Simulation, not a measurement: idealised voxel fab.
process module | voxel capacitor over wiring
cross-section cut | 225 nm wide | cells 5 nm
A cross-section is a grid of square cells, given in bands from the top down. A band is one or more rows of cells.
Each band's line starts with the height of the band's top and of its bottom, in nm. Then come its materials from left to right, each with its width in nm. One material with "throughout" fills the band from edge to edge. "air" is empty space.
Height 0 is the level under which the wafer as received is all one material. The lowest band goes on downwards, as in "0 down".
A width such as "30 to 40" changes by the same amount from each row of cells to the next, from the band's top row to its bottom row.
"no change" after a step means that no cell of the cross-section changed.
closed voids: empty space of 8 cells or more with no open way to the top, each as width x height at its distance from the left edge, in nm
after a step's settings: what the simulator itself notes on the step
overlay nm, on a step with a mask: how far to the right of its planned place the mask lay; to the left if negative
plan
1 op RECEIVE | material Si
2 op CONFORMAL_DEP | material SiO2 | thk nm 10
3 op DIRECTIONAL_DEP | material TiN | thk nm 5
4 op DIRECTIONAL_DEP | material Ru | thk nm 15
5 op DIRECTIONAL_DEP | material aC | thk nm 10
6 op PATTERN | tone cover | mask id METAL_1 | material resist | width nm 30 | pitch nm 80 | thk nm 25 | overlay nm 0
7 op DIRECTIONAL_ETCH | etch materials aC | depth nm 10
8 op STRIP | etch materials resist
9 op DIRECTIONAL_ETCH | etch materials Ru | depth nm 15
10 op DIRECTIONAL_ETCH | etch materials TiN | depth nm 5
11 op STRIP | etch materials aC
12 op CONFORMAL_DEP | material SiCN | thk nm 5
13 op FILL_DEP | material lowk | thk nm 10
14 op CMP | height nm 30
15 op CONFORMAL_DEP | material SiCN | thk nm 5
16 op DIRECTIONAL_DEP | material SiO2 | thk nm 20
17 op MASKED_ETCH | tone open | mask id PLUG_1 | width nm 15 | etch materials SiO2 | depth nm 20 | overlay nm 0
18 op MASKED_ETCH | tone open | mask id PLUG_1 | width nm 15 | etch materials SiCN | depth nm 5 | overlay nm 0
19 op EPI | material Ru | thk nm 10
20 op EPI | material Ru | thk nm 10
21 op EPI | material Ru | thk nm 5
22 op DIRECTIONAL_DEP | material TiN | thk nm 10
23 op DIRECTIONAL_DEP | material Al2O3 | thk nm 5
24 op DIRECTIONAL_DEP | material TiN | thk nm 5
25 op DIRECTIONAL_DEP | material aC | thk nm 10
26 op PATTERN | tone cover | mask id UPPER_PLATE | material resist | width nm 55 | thk nm 30 | overlay nm 0
27 op DIRECTIONAL_ETCH | etch materials aC | depth nm 10
28 op STRIP | etch materials resist
29 op DIRECTIONAL_ETCH | etch materials TiN | depth nm 5
30 op DIRECTIONAL_ETCH | etch materials Al2O3 | depth nm 5
31 op STRIP | etch materials aC
32 op PATTERN | tone cover | mask id LOWER_PLATE | material resist | width nm 65 | thk nm 15 | overlay nm 0
33 op DIRECTIONAL_ETCH | etch materials TiN | depth nm 10
34 op STRIP | etch materials resist
35 op FILL_DEP | material SiO2 | thk nm 20
36 op CMP | height nm 90
37 op PATTERN | tone open | mask id PLUG_2 | material resist | width nm 15 | thk nm 20 | overlay nm 0
38 op DIRECTIONAL_ETCH | etch materials SiO2 | depth nm 15
39 op STRIP | etch materials resist
40 op CONFORMAL_DEP | material TiN | thk nm 5
41 op FILL_DEP | material Cu | thk nm 10
42 op CMP | height nm 90
43 op CONFORMAL_DEP | material SiCN | thk nm 5
as received, after step 1
  0 down: Si throughout
  closed voids: none
a wafer at the end: this start, this plan, one mistake
  95 to 90: SiCN throughout
  90 to 80: SiO2 80 | TiN 5 | Cu 5 | TiN 5 | SiO2 130
  80 to 75: SiO2 80 | TiN 15 | SiO2 130
  75 to 70: SiO2 throughout
  70 to 65: SiO2 70 | Al2O3 55 | SiO2 100
  65 to 55: TiN 65 | SiO2 5 | TiN 55 | SiO2 5 | TiN 95
  55 to 35: SiO2 70 | Ru 15 | SiO2 140
  35 to 30: SiCN 70 | Ru 15 | SiCN 140
  30 to 15: lowk 50 | SiCN 5 | Ru 30 | SiCN 5 | lowk 40 | SiCN 5 | Ru 30 | SiCN 5 | lowk 55
  15 to 10: SiCN 55 | TiN 30 | SiCN 50 | TiN 30 | SiCN 60
  10 to 0: SiO2 throughout
  0 down: Si throughout
  closed voids: none
what went wrong: step 32 ran as: op PATTERN | tone open | mask id LOWER_PLATE | material resist | width nm 65 | thk nm 15 | overlay nm 0
